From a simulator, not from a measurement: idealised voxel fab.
process module | voxel transistor to metal
cross-section cut | 175 nm wide | cells 5 nm
A cross-section is a grid of square cells, given in bands from the top down. A band is one or more rows of cells.
Each band's line starts with the height of the band's top and of its bottom, in nm. Then come its materials from left to right, each with its width in nm. One material with "throughout" fills the band from edge to edge. "air" is empty space.
Height 0 is the level under which the wafer as received is all one material. The lowest band goes on downwards, as in "0 down".
A width such as "30 to 40" changes by the same amount from each row of cells to the next, from the band's top row to its bottom row.
"no change" after a step means that no cell of the cross-section changed.
closed voids: empty space of 8 cells or more with no open way to the top, each as width x height at its distance from the left edge, in nm
after a step's settings: what the simulator itself notes on the step
overlay nm, on a step with a mask: how far to the right of its planned place the mask lay; to the left if negative
plan
1 op RECEIVE | material Si
2 op OXIDIZE | depth nm 5
3 op CONFORMAL_DEP | material SiN | thk nm 10
4 op DIRECTIONAL_DEP | material aC | thk nm 10
5 op PATTERN | tone cover | mask id ACTIVE | material resist | width nm 105 | thk nm 30 | overlay nm 0
6 op DIRECTIONAL_ETCH | etch materials aC | depth nm 10
7 op STRIP | etch materials resist
8 op DIRECTIONAL_ETCH | etch materials SiN | depth nm 10
9 op DIRECTIONAL_ETCH | etch materials SiO2 | depth nm 5
10 op DIRECTIONAL_ETCH | etch materials Si | depth nm 25
11 op STRIP | etch materials aC
12 op FILL_DEP | material SiO2 | thk nm 15
13 op CMP | height nm 10
14 op SELECTIVE_ETCH | etch materials SiO2 | depth nm 5
15 op STRIP | etch materials SiN
16 op SELECTIVE_ETCH | etch materials SiO2 | depth nm 5
17 op OXIDIZE | depth nm 5
18 op DIRECTIONAL_DEP | material polySi | thk nm 30
19 op DIRECTIONAL_DEP | material SiCN | thk nm 15
20 op PATTERN | tone cover | mask id GATE | material resist | width nm 15 | thk nm 20 | overlay nm 0
21 op DIRECTIONAL_ETCH | etch materials SiCN | depth nm 25
22 op DIRECTIONAL_ETCH | etch materials polySi | depth nm 40
23 op STRIP | etch materials resist
24 op CONFORMAL_DEP | material SiO2 | thk nm 5
25 op DIRECTIONAL_ETCH | etch materials SiO2 | depth nm 5
26 op CONFORMAL_DEP | material SiN | thk nm 10
27 op DIRECTIONAL_ETCH | etch materials SiN | depth nm 10
28 op DIRECTIONAL_ETCH | etch materials SiO2 | depth nm 5
29 op DIRECTIONAL_ETCH | etch materials Si | depth nm 15
30 op EPI | material pSi | thk nm 20
31 op FILL_DEP | material SiO2 | thk nm 5
32 op CMP | height nm 40
33 op DIRECTIONAL_DEP | material SiO2 | thk nm 15
34 op PATTERN | tone open | mask id CONTACT | material resist | width nm 20 | pitch nm 65 | thk nm 20 | overlay nm 0
35 op DIRECTIONAL_ETCH | etch materials SiO2 | depth nm 45
36 op STRIP | etch materials resist
37 op CONFORMAL_DEP | material TiN | thk nm 5
38 op FILL_DEP | material Ru | thk nm 5
39 op CMP | height nm 55
40 op DIRECTIONAL_DEP | material TiN | thk nm 5
41 op DIRECTIONAL_DEP | material Ru | thk nm 25
42 op PATTERN | tone cover | mask id METAL_1 | material resist | width nm 20 | pitch nm 65 | thk nm 20 | overlay nm 0
43 op DIRECTIONAL_ETCH | etch materials Ru | depth nm 25
44 op DIRECTIONAL_ETCH | etch materials TiN | depth nm 5
45 op STRIP | etch materials resist
46 op FILL_DEP | material SiO2 | thk nm 5
47 op CMP | height nm 85
48 op CONFORMAL_DEP | material SiN | thk nm 5
first wafer, as planned
as received, after step 1
  0 down: Si throughout
  closed voids: none
after step 2
  0 to -5: SiO2 throughout
  below -5: unchanged
after step 3
  10 to 0: SiN throughout
  below 0: unchanged
after step 4
  20 to 10: aC throughout
  below 10: unchanged
after step 5
  50 to 20: air 35 | resist 105 | air 35
  below 20: unchanged
after step 6
  40 to 20: air 35 | resist 105 | air 35
  20 to 10: air 35 | aC 105 | air 35
  below 10: unchanged
after step 7
  20 to 10: air 35 | aC 105 | air 35
  below 10: unchanged
after step 8
  20 to 10: air 35 | aC 105 | air 35
  10 to 0: air 35 | SiN 105 | air 35
  below 0: unchanged
after step 9
  20 to 10: air 35 | aC 105 | air 35
  10 to 0: air 35 | SiN 105 | air 35
  0 to -5: air 35 | SiO2 105 | air 35
  below -5: unchanged
after step 10
  20 to 10: air 35 | aC 105 | air 35
  10 to 0: air 35 | SiN 105 | air 35
  0 to -5: air 35 | SiO2 105 | air 35
  -5 to -30: air 35 | Si 105 | air 35
  below -30: unchanged
after step 11
  10 to 0: air 35 | SiN 105 | air 35
  below 0: unchanged
after step 12
  25 to 10: SiO2 throughout
  10 to 0: SiO2 35 | SiN 105 | SiO2 35
  0 to -5: SiO2 throughout
  -5 to -30: SiO2 35 | Si 105 | SiO2 35
  below -30: unchanged
after step 13
  10 to 0: SiO2 35 | SiN 105 | SiO2 35
  below 0: unchanged
after step 14
  10 to 5: air 35 | SiN 105 | air 35
  below 5: unchanged
after step 15
  5 to 0: SiO2 35 | air 105 | SiO2 35
  below 0: unchanged
after step 16
  0 to -5: SiO2 30 | air 115 | SiO2 30
  below -5: unchanged
after step 17
  0 to -5: SiO2 30 | air 115 | SiO2 30
  -5 to -10: SiO2 throughout
  below -10: unchanged
after step 18
  30 to 25: polySi 30 | air 115 | polySi 30
  25 to 0: polySi throughout
  0 to -5: SiO2 30 | polySi 115 | SiO2 30
  below -5: unchanged
after step 19
  45 to 40: SiCN 30 | air 115 | SiCN 30
  40 to 30: SiCN throughout
  30 to 25: polySi 30 | SiCN 115 | polySi 30
  below 25: unchanged
after step 20
  65 to 45: air 80 | resist 15 | air 80
  45 to 40: SiCN 30 | air 50 | resist 15 | air 50 | SiCN 30
  below 40: unchanged
after step 21
  65 to 40: air 80 | resist 15 | air 80
  40 to 30: air 80 | SiCN 15 | air 80
  30 to 25: polySi 30 | air 50 | SiCN 15 | air 50 | polySi 30
  below 25: unchanged
after step 22
  65 to 40: air 80 | resist 15 | air 80
  40 to 25: air 80 | SiCN 15 | air 80
  25 to 0: air 80 | polySi 15 | air 80
  0 to -5: SiO2 30 | air 50 | polySi 15 | air 50 | SiO2 30
  below -5: unchanged
after step 23
  40 to 25: air 80 | SiCN 15 | air 80
  below 25: unchanged
after step 24
  45 to 40: air 75 | SiO2 25 | air 75
  40 to 25: air 75 | SiO2 5 | SiCN 15 | SiO2 5 | air 75
  25 to 5: air 75 | SiO2 5 | polySi 15 | SiO2 5 | air 75
  5 to 0: SiO2 35 | air 40 | SiO2 5 | polySi 15 | SiO2 5 | air 40 | SiO2 35
  0 to -5: SiO2 80 | polySi 15 | SiO2 80
  below -5: unchanged
after step 25
  40 to 25: air 75 | SiO2 5 | SiCN 15 | SiO2 5 | air 75
  25 to 0: air 75 | SiO2 5 | polySi 15 | SiO2 5 | air 75
  0 to -5: SiO2 35 | air 40 | SiO2 5 | polySi 15 | SiO2 5 | air 40 | SiO2 35
  below -5: unchanged
after step 26
  50 to 40: air 65 | SiN 45 | air 65
  40 to 25: air 65 | SiN 10 | SiO2 5 | SiCN 15 | SiO2 5 | SiN 10 | air 65
  25 to 10: air 65 | SiN 10 | SiO2 5 | polySi 15 | SiO2 5 | SiN 10 | air 65
  10 to 5: SiN 45 | air 20 | SiN 10 | SiO2 5 | polySi 15 | SiO2 5 | SiN 10 | air 20 | SiN 45
  5 to 0: SiN 75 | SiO2 5 | polySi 15 | SiO2 5 | SiN 75
  0 to -5: SiO2 35 | SiN 40 | SiO2 5 | polySi 15 | SiO2 5 | SiN 40 | SiO2 35
  below -5: unchanged
after step 27
  40 to 25: air 65 | SiN 10 | SiO2 5 | SiCN 15 | SiO2 5 | SiN 10 | air 65
  25 to 0: air 65 | SiN 10 | SiO2 5 | polySi 15 | SiO2 5 | SiN 10 | air 65
  0 to -5: SiO2 35 | SiN 10 | air 20 | SiN 10 | SiO2 5 | polySi 15 | SiO2 5 | SiN 10 | air 20 | SiN 10 | SiO2 35
  below -5: unchanged
after step 28
  40 to 35: air 65 | SiN 10 | air 5 | SiCN 15 | air 5 | SiN 10 | air 65
  35 to 25: air 65 | SiN 10 | SiO2 5 | SiCN 15 | SiO2 5 | SiN 10 | air 65
  25 to 0: air 65 | SiN 10 | SiO2 5 | polySi 15 | SiO2 5 | SiN 10 | air 65
  0 to -5: air 35 | SiN 10 | air 20 | SiN 10 | SiO2 5 | polySi 15 | SiO2 5 | SiN 10 | air 20 | SiN 10 | air 35
  -5 to -10: SiO2 45 | air 20 | SiO2 45 | air 20 | SiO2 45
  below -10: unchanged
after step 29
  40 to 35: air 65 | SiN 10 | air 5 | SiCN 15 | air 5 | SiN 10 | air 65
  35 to 25: air 65 | SiN 10 | SiO2 5 | SiCN 15 | SiO2 5 | SiN 10 | air 65
  25 to 0: air 65 | SiN 10 | SiO2 5 | polySi 15 | SiO2 5 | SiN 10 | air 65
  0 to -5: air 35 | SiN 10 | air 20 | SiN 10 | SiO2 5 | polySi 15 | SiO2 5 | SiN 10 | air 20 | SiN 10 | air 35
  -5 to -10: SiO2 45 | air 20 | SiO2 45 | air 20 | SiO2 45
  -10 to -25: SiO2 35 | Si 10 | air 20 | Si 45 | air 20 | Si 10 | SiO2 35
  below -25: unchanged
after step 30
  40 to 35: air 65 | SiN 10 | air 5 | SiCN 15 | air 5 | SiN 10 | air 65
  35 to 25: air 65 | SiN 10 | SiO2 5 | SiCN 15 | SiO2 5 | SiN 10 | air 65
  25 to 10: air 65 | SiN 10 | SiO2 5 | polySi 15 | SiO2 5 | SiN 10 | air 65
  10 to 0: air 35 | pSi 30 | SiN 10 | SiO2 5 | polySi 15 | SiO2 5 | SiN 10 | pSi 30 | air 35
  0 to -5: air 35 | SiN 10 | pSi 20 | SiN 10 | SiO2 5 | polySi 15 | SiO2 5 | SiN 10 | pSi 20 | SiN 10 | air 35
  -5 to -10: SiO2 45 | pSi 20 | SiO2 45 | pSi 20 | SiO2 45
  -10 to -25: SiO2 35 | Si 10 | pSi 20 | Si 45 | pSi 20 | Si 10 | SiO2 35
  below -25: unchanged
after step 31
  45 to 40: SiO2 throughout
  40 to 25: SiO2 65 | SiN 10 | SiO2 5 | SiCN 15 | SiO2 5 | SiN 10 | SiO2 65
  25 to 10: SiO2 65 | SiN 10 | SiO2 5 | polySi 15 | SiO2 5 | SiN 10 | SiO2 65
  10 to 0: SiO2 35 | pSi 30 | SiN 10 | SiO2 5 | polySi 15 | SiO2 5 | SiN 10 | pSi 30 | SiO2 35
  0 to -5: SiO2 35 | SiN 10 | pSi 20 | SiN 10 | SiO2 5 | polySi 15 | SiO2 5 | SiN 10 | pSi 20 | SiN 10 | SiO2 35
  below -5: unchanged
after step 32
  40 to 25: SiO2 65 | SiN 10 | SiO2 5 | SiCN 15 | SiO2 5 | SiN 10 | SiO2 65
  below 25: unchanged
after step 33
  55 to 40: SiO2 throughout
  below 40: unchanged
after step 34
  75 to 55: resist 45 | air 20 | resist 45 | air 20 | resist 45
  below 55: unchanged
after step 35
  75 to 55: resist 45 | air 20 | resist 45 | air 20 | resist 45
  55 to 40: SiO2 45 | air 20 | SiO2 45 | air 20 | SiO2 45
  40 to 25: SiO2 45 | air 20 | SiN 10 | SiO2 5 | SiCN 15 | SiO2 5 | SiN 10 | air 20 | SiO2 45
  25 to 10: SiO2 45 | air 20 | SiN 10 | SiO2 5 | polySi 15 | SiO2 5 | SiN 10 | air 20 | SiO2 45
  below 10: unchanged
after step 36
  55 to 40: SiO2 45 | air 20 | SiO2 45 | air 20 | SiO2 45
  below 40: unchanged
after step 37
  60 to 55: TiN 50 | air 10 | TiN 55 | air 10 | TiN 50
  55 to 40: SiO2 45 | TiN 5 | air 10 | TiN 5 | SiO2 45 | TiN 5 | air 10 | TiN 5 | SiO2 45
  40 to 25: SiO2 45 | TiN 5 | air 10 | TiN 5 | SiN 10 | SiO2 5 | SiCN 15 | SiO2 5 | SiN 10 | TiN 5 | air 10 | TiN 5 | SiO2 45
  25 to 15: SiO2 45 | TiN 5 | air 10 | TiN 5 | SiN 10 | SiO2 5 | polySi 15 | SiO2 5 | SiN 10 | TiN 5 | air 10 | TiN 5 | SiO2 45
  15 to 10: SiO2 45 | TiN 20 | SiN 10 | SiO2 5 | polySi 15 | SiO2 5 | SiN 10 | TiN 20 | SiO2 45
  below 10: unchanged
after step 38
  65 to 60: Ru throughout
  60 to 55: TiN 50 | Ru 10 | TiN 55 | Ru 10 | TiN 50
  55 to 40: SiO2 45 | TiN 5 | Ru 10 | TiN 5 | SiO2 45 | TiN 5 | Ru 10 | TiN 5 | SiO2 45
  40 to 25: SiO2 45 | TiN 5 | Ru 10 | TiN 5 | SiN 10 | SiO2 5 | SiCN 15 | SiO2 5 | SiN 10 | TiN 5 | Ru 10 | TiN 5 | SiO2 45
  25 to 15: SiO2 45 | TiN 5 | Ru 10 | TiN 5 | SiN 10 | SiO2 5 | polySi 15 | SiO2 5 | SiN 10 | TiN 5 | Ru 10 | TiN 5 | SiO2 45
  below 15: unchanged
after step 39
  55 to 40: SiO2 45 | TiN 5 | Ru 10 | TiN 5 | SiO2 45 | TiN 5 | Ru 10 | TiN 5 | SiO2 45
  below 40: unchanged
after step 40
  60 to 55: TiN throughout
  below 55: unchanged
after step 41
  85 to 60: Ru throughout
  below 60: unchanged
after step 42
  105 to 85: air 45 | resist 20 | air 45 | resist 20 | air 45
  below 85: unchanged
after step 43
  105 to 85: air 45 | resist 20 | air 45 | resist 20 | air 45
  85 to 60: air 45 | Ru 20 | air 45 | Ru 20 | air 45
  below 60: unchanged
after step 44
  105 to 85: air 45 | resist 20 | air 45 | resist 20 | air 45
  85 to 60: air 45 | Ru 20 | air 45 | Ru 20 | air 45
  60 to 55: air 45 | TiN 20 | air 45 | TiN 20 | air 45
  below 55: unchanged
after step 45
  85 to 60: air 45 | Ru 20 | air 45 | Ru 20 | air 45
  below 60: unchanged
after step 46
  90 to 85: SiO2 throughout
  85 to 60: SiO2 45 | Ru 20 | SiO2 45 | Ru 20 | SiO2 45
  60 to 55: SiO2 45 | TiN 20 | SiO2 45 | TiN 20 | SiO2 45
  below 55: unchanged
after step 47
  85 to 60: SiO2 45 | Ru 20 | SiO2 45 | Ru 20 | SiO2 45
  below 60: unchanged
after step 48
  90 to 85: SiN throughout
  below 85: unchanged
second wafer: like start, like plan, one mistake. Through step 4 it matches the first wafer
when step 5 should have ended
  50 to 20: resist 35 | air 105 | resist 35
  below 20: unchanged
when step 6 should have ended
  40 to 20: resist 35 | air 105 | resist 35
  20 to 10: aC 35 | air 105 | aC 35
  below 10: unchanged
when step 7 should have ended
  20 to 10: aC 35 | air 105 | aC 35
  below 10: unchanged
when step 8 should have ended
  20 to 10: aC 35 | air 105 | aC 35
  10 to 0: SiN 35 | air 105 | SiN 35
  below 0: unchanged
when step 9 should have ended
  20 to 10: aC 35 | air 105 | aC 35
  10 to 0: SiN 35 | air 105 | SiN 35
  0 to -5: SiO2 35 | air 105 | SiO2 35
  below -5: unchanged
when step 10 should have ended
  20 to 10: aC 35 | air 105 | aC 35
  10 to 0: SiN 35 | air 105 | SiN 35
  0 to -5: SiO2 35 | air 105 | SiO2 35
  -5 to -30: Si 35 | air 105 | Si 35
  below -30: unchanged
when step 11 should have ended
  10 to 0: SiN 35 | air 105 | SiN 35
  below 0: unchanged
when step 12 should have ended
  25 to 10: SiO2 throughout
  10 to 0: SiN 35 | SiO2 105 | SiN 35
  0 to -5: SiO2 throughout
  -5 to -30: Si 35 | SiO2 105 | Si 35
  below -30: unchanged
when step 13 should have ended
  10 to 0: SiN 35 | SiO2 105 | SiN 35
  below 0: unchanged
when step 14 should have ended
  10 to 5: SiN 35 | air 105 | SiN 35
  below 5: unchanged
when step 15 should have ended
  5 to 0: air 35 | SiO2 105 | air 35
  below 0: unchanged
when step 16 should have ended
  0 to -5: air 40 | SiO2 95 | air 40
  below -5: unchanged
when step 17 should have ended
  0 to -5: air 40 | SiO2 95 | air 40
  -5 to -10: SiO2 throughout
  below -10: unchanged
when step 18 should have ended
  30 to 25: air 40 | polySi 95 | air 40
  25 to 0: polySi throughout
  0 to -5: polySi 40 | SiO2 95 | polySi 40
  below -5: unchanged
when step 19 should have ended
  45 to 40: air 40 | SiCN 95 | air 40
  40 to 30: SiCN throughout
  30 to 25: SiCN 40 | polySi 95 | SiCN 40
  below 25: unchanged
when step 20 should have ended
  65 to 45: air 80 | resist 15 | air 80
  below 45: unchanged
when step 21 should have ended
  65 to 45: air 80 | resist 15 | air 80
  45 to 30: air 80 | SiCN 15 | air 80
  30 to 25: air 40 | polySi 95 | air 40
  below 25: unchanged
when step 22 should have ended
  65 to 45: air 80 | resist 15 | air 80
  45 to 30: air 80 | SiCN 15 | air 80
  30 to 0: air 80 | polySi 15 | air 80
  0 to -5: air 40 | SiO2 95 | air 40
  below -5: unchanged
when step 23 should have ended
  45 to 30: air 80 | SiCN 15 | air 80
  below 30: unchanged
when step 24 should have ended
  50 to 45: air 75 | SiO2 25 | air 75
  45 to 30: air 75 | SiO2 5 | SiCN 15 | SiO2 5 | air 75
  30 to 5: air 75 | SiO2 5 | polySi 15 | SiO2 5 | air 75
  5 to 0: air 35 | SiO2 45 | polySi 15 | SiO2 45 | air 35
  0 to -10: SiO2 throughout
  below -10: unchanged
when step 25 should have ended
  45 to 30: air 75 | SiO2 5 | SiCN 15 | SiO2 5 | air 75
  30 to 0: air 75 | SiO2 5 | polySi 15 | SiO2 5 | air 75
  0 to -5: air 35 | SiO2 105 | air 35
  below -5: unchanged
when step 26 should have ended
  55 to 45: air 65 | SiN 45 | air 65
  45 to 30: air 65 | SiN 10 | SiO2 5 | SiCN 15 | SiO2 5 | SiN 10 | air 65
  30 to 10: air 65 | SiN 10 | SiO2 5 | polySi 15 | SiO2 5 | SiN 10 | air 65
  10 to 5: air 25 | SiN 50 | SiO2 5 | polySi 15 | SiO2 5 | SiN 50 | air 25
  5 to 0: SiN 75 | SiO2 5 | polySi 15 | SiO2 5 | SiN 75
  0 to -5: SiN 35 | SiO2 105 | SiN 35
  below -5: unchanged
when step 27 should have ended
  45 to 30: air 65 | SiN 10 | SiO2 5 | SiCN 15 | SiO2 5 | SiN 10 | air 65
  30 to 0: air 65 | SiN 10 | SiO2 5 | polySi 15 | SiO2 5 | SiN 10 | air 65
  0 to -5: air 25 | SiN 10 | SiO2 105 | SiN 10 | air 25
  below -5: unchanged
when step 28 should have ended
  45 to 40: air 65 | SiN 10 | air 5 | SiCN 15 | air 5 | SiN 10 | air 65
  40 to 30: air 65 | SiN 10 | SiO2 5 | SiCN 15 | SiO2 5 | SiN 10 | air 65
  30 to 0: air 65 | SiN 10 | SiO2 5 | polySi 15 | SiO2 5 | SiN 10 | air 65
  0 to -5: air 25 | SiN 10 | air 30 | SiO2 45 | air 30 | SiN 10 | air 25
  -5 to -10: air 25 | SiO2 125 | air 25
  below -10: unchanged
when step 29 should have ended
  45 to 40: air 65 | SiN 10 | air 5 | SiCN 15 | air 5 | SiN 10 | air 65
  40 to 30: air 65 | SiN 10 | SiO2 5 | SiCN 15 | SiO2 5 | SiN 10 | air 65
  30 to 0: air 65 | SiN 10 | SiO2 5 | polySi 15 | SiO2 5 | SiN 10 | air 65
  0 to -5: air 25 | SiN 10 | air 30 | SiO2 45 | air 30 | SiN 10 | air 25
  -5 to -10: air 25 | SiO2 125 | air 25
  -10 to -25: air 25 | Si 10 | SiO2 105 | Si 10 | air 25
  below -25: unchanged
when step 30 should have ended
  45 to 40: air 65 | SiN 10 | air 5 | SiCN 15 | air 5 | SiN 10 | air 65
  40 to 30: air 65 | SiN 10 | SiO2 5 | SiCN 15 | SiO2 5 | SiN 10 | air 65
  30 to 10: air 65 | SiN 10 | SiO2 5 | polySi 15 | SiO2 5 | SiN 10 | air 65
  10 to 0: air 5 | pSi 30 | air 30 | SiN 10 | SiO2 5 | polySi 15 | SiO2 5 | SiN 10 | air 30 | pSi 30 | air 5
  0 to -5: air 5 | pSi 20 | SiN 10 | air 30 | SiO2 45 | air 30 | SiN 10 | pSi 20 | air 5
  -5 to -10: pSi 25 | SiO2 125 | pSi 25
  -10 to -25: pSi 25 | Si 10 | SiO2 105 | Si 10 | pSi 25
  below -25: unchanged
when step 31 should have ended
  50 to 45: SiO2 throughout
  45 to 30: SiO2 65 | SiN 10 | SiO2 5 | SiCN 15 | SiO2 5 | SiN 10 | SiO2 65
  30 to 10: SiO2 65 | SiN 10 | SiO2 5 | polySi 15 | SiO2 5 | SiN 10 | SiO2 65
  10 to 0: SiO2 5 | pSi 30 | SiO2 30 | SiN 10 | SiO2 5 | polySi 15 | SiO2 5 | SiN 10 | SiO2 30 | pSi 30 | SiO2 5
  0 to -5: SiO2 5 | pSi 20 | SiN 10 | SiO2 105 | SiN 10 | pSi 20 | SiO2 5
  below -5: unchanged
when step 32 should have ended
  40 to 30: SiO2 65 | SiN 10 | SiO2 5 | SiCN 15 | SiO2 5 | SiN 10 | SiO2 65
  below 30: unchanged
when step 33 should have ended
  55 to 40: SiO2 throughout
  below 40: unchanged
when step 34 should have ended
  75 to 55: resist 45 | air 20 | resist 45 | air 20 | resist 45
  below 55: unchanged
when step 35 should have ended
  75 to 55: resist 45 | air 20 | resist 45 | air 20 | resist 45
  55 to 40: SiO2 45 | air 20 | SiO2 45 | air 20 | SiO2 45
  40 to 30: SiO2 45 | air 20 | SiN 10 | SiO2 5 | SiCN 15 | SiO2 5 | SiN 10 | air 20 | SiO2 45
  30 to 10: SiO2 45 | air 20 | SiN 10 | SiO2 5 | polySi 15 | SiO2 5 | SiN 10 | air 20 | SiO2 45
  below 10: unchanged
when step 36 should have ended
  55 to 40: SiO2 45 | air 20 | SiO2 45 | air 20 | SiO2 45
  below 40: unchanged
when step 37 should have ended
  60 to 55: TiN 50 | air 10 | TiN 55 | air 10 | TiN 50
  55 to 40: SiO2 45 | TiN 5 | air 10 | TiN 5 | SiO2 45 | TiN 5 | air 10 | TiN 5 | SiO2 45
  40 to 30: SiO2 45 | TiN 5 | air 10 | TiN 5 | SiN 10 | SiO2 5 | SiCN 15 | SiO2 5 | SiN 10 | TiN 5 | air 10 | TiN 5 | SiO2 45
  30 to 15: SiO2 45 | TiN 5 | air 10 | TiN 5 | SiN 10 | SiO2 5 | polySi 15 | SiO2 5 | SiN 10 | TiN 5 | air 10 | TiN 5 | SiO2 45
  15 to 10: SiO2 45 | TiN 20 | SiN 10 | SiO2 5 | polySi 15 | SiO2 5 | SiN 10 | TiN 20 | SiO2 45
  below 10: unchanged
when step 38 should have ended
  65 to 60: Ru throughout
  60 to 55: TiN 50 | Ru 10 | TiN 55 | Ru 10 | TiN 50
  55 to 40: SiO2 45 | TiN 5 | Ru 10 | TiN 5 | SiO2 45 | TiN 5 | Ru 10 | TiN 5 | SiO2 45
  40 to 30: SiO2 45 | TiN 5 | Ru 10 | TiN 5 | SiN 10 | SiO2 5 | SiCN 15 | SiO2 5 | SiN 10 | TiN 5 | Ru 10 | TiN 5 | SiO2 45
  30 to 15: SiO2 45 | TiN 5 | Ru 10 | TiN 5 | SiN 10 | SiO2 5 | polySi 15 | SiO2 5 | SiN 10 | TiN 5 | Ru 10 | TiN 5 | SiO2 45
  below 15: unchanged
when step 39 should have ended
  55 to 40: SiO2 45 | TiN 5 | Ru 10 | TiN 5 | SiO2 45 | TiN 5 | Ru 10 | TiN 5 | SiO2 45
  below 40: unchanged
when step 40 should have ended
  60 to 55: TiN throughout
  below 55: unchanged
when step 41 should have ended
  85 to 60: Ru throughout
  below 60: unchanged
when step 42 should have ended
  105 to 85: air 45 | resist 20 | air 45 | resist 20 | air 45
  below 85: unchanged
when step 43 should have ended
  105 to 85: air 45 | resist 20 | air 45 | resist 20 | air 45
  85 to 60: air 45 | Ru 20 | air 45 | Ru 20 | air 45
  below 60: unchanged
when step 44 should have ended
  105 to 85: air 45 | resist 20 | air 45 | resist 20 | air 45
  85 to 60: air 45 | Ru 20 | air 45 | Ru 20 | air 45
  60 to 55: air 45 | TiN 20 | air 45 | TiN 20 | air 45
  below 55: unchanged
when step 45 should have ended
  85 to 60: air 45 | Ru 20 | air 45 | Ru 20 | air 45
  below 60: unchanged
when step 46 should have ended
  90 to 85: SiO2 throughout
  85 to 60: SiO2 45 | Ru 20 | SiO2 45 | Ru 20 | SiO2 45
  60 to 55: SiO2 45 | TiN 20 | SiO2 45 | TiN 20 | SiO2 45
  below 55: unchanged
when step 47 should have ended
  85 to 60: SiO2 45 | Ru 20 | SiO2 45 | Ru 20 | SiO2 45
  below 60: unchanged
when step 48 should have ended
  90 to 85: SiN throughout
  below 85: unchanged
what went wrong: step 5 ran as: op PATTERN | tone open | mask id ACTIVE | material resist | width nm 105 | thk nm 30 | overlay nm 0
at the end the second wafer has, in cells: 34 fewer of Si | 3 fewer of SiCN | 4 fewer of SiN | 33 more of SiO2 | 8 more of pSi
